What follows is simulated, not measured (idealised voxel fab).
Process module, titled voxel wiring stack
Section shown: cut. Width: 290 nm. Cell size: 5 nm, square.
Reading order for cross-sections: top band down to bottom band. Underlying form: a grid of square cells. Band size: one or more rows of cells.
The entry gives the band's vertical extent as a top height and a bottom height in nm, then its horizontal make-up as materials from left to right, each with a width in nm. "blank" stands for empty space; a single material marked "throughout" fills the band edge to edge.
Basically, 0 is our baseline, since under it the wafer straight out of the box is all one material. The bottom band has no lower end and keeps on going down, so it looks like "0..down".
Per-row width for "30..40": begins at first number (top row of band), ends at second number (bottom row), increment between rows held constant.
"remains unaltered", as given for a step, is the statement that not any cell of the cross-section underwent a change during that step.
Entry "Enclosed cavity list" = empty spaces >= 8 cells with no open way to the top; each as width x height at distance, distance from left edge, all nm.
If you see something after the settings on a step's line, that's the simulator's own remark about that step.
The setting "overlay nm" may be written on the line of a step. When the step uses a mask, the value reports how far to the right of the planned place the mask lay, and a negative value reports that it lay to the left.

### Planned process steps
1: RECEIVE,material Si
2: CONFORMAL_DEP,material SiO2,thk nm 10
3: CONFORMAL_DEP,material SiCN,thk nm 5
4: DIRECTIONAL_DEP,material lowk,thk nm 15
5: MASKED_ETCH,tone open,mask id METAL_1,width nm 25,pitch nm 50,etch materials lowk,depth nm 15,overlay nm 0
6: MASKED_ETCH,tone open,mask id METAL_1,width nm 25,pitch nm 50,etch materials SiCN,depth nm 5,overlay nm 0
7: CONFORMAL_DEP,material TiN,thk nm 5
8: FILL_DEP,material Ru,thk nm 5
9: CMP,height nm 30
10: CONFORMAL_DEP,material SiCN,thk nm 5
11: DIRECTIONAL_DEP,material SiO2,thk nm 20
12: PATTERN,tone open,mask id PLUG_1,material resist,width nm 15,pitch nm 50,thk nm 15,overlay nm 0
13: DIRECTIONAL_ETCH,etch materials SiO2,depth nm 20
14: DIRECTIONAL_ETCH,etch materials SiCN,depth nm 5
15: STRIP,etch materials resist
16: CONFORMAL_DEP,material TiN,thk nm 5
17: FILL_DEP,material W,thk nm 5
18: CMP,height nm 55
19: CONFORMAL_DEP,material SiCN,thk nm 5
20: DIRECTIONAL_DEP,material SiO2,thk nm 20
21: PATTERN,tone open,mask id METAL_2,material resist,width nm 25,pitch nm 50,thk nm 15,overlay nm 0
22: DIRECTIONAL_ETCH,etch materials SiO2,depth nm 20
23: DIRECTIONAL_ETCH,etch materials SiCN,depth nm 5
24: STRIP,etch materials resist
25: CONFORMAL_DEP,material TiN,thk nm 5
26: FILL_DEP,material Cu,thk nm 5
27: CMP,height nm 80
28: CONFORMAL_DEP,material SiCN,thk nm 5

### Cross-section, incoming material, after step 1
	0..down  Si throughout
	Enclosed cavity list: none

### Final cross-section, module run with one mistake (start and plan as above)
	85..80  SiCN throughout
	80..60  SiO2 (105); TiN (5); Cu (15); TiN (5); SiO2 (25); TiN (5); Cu (15); TiN (5); SiO2 (110)
	60..55  SiCN (105); TiN (25); SiCN (25); TiN (25); SiCN (110)
	55..35  W (100); TiN (5); SiO2 (15); TiN (5); W (25); TiN (5); SiO2 (15); TiN (5); W (115)
	35..30  TiN (105); SiCN (15); TiN (35); SiCN (15); TiN (120)
	30..15  lowk (105); TiN (5); Ru (15); TiN (5); lowk (25); TiN (5); Ru (15); TiN (5); lowk (110)
	15..10  SiCN (105); TiN (25); SiCN (25); TiN (25); SiCN (110)
	10..0  SiO2 throughout
	0..down  Si throughout
	Enclosed cavity list: none
Diagnosis: step 12: run off-plan, actual operation and settings PATTERN,tone cover,mask id PLUG_1,material resist,width nm 15,pitch nm 50,thk nm 15,overlay nm 0
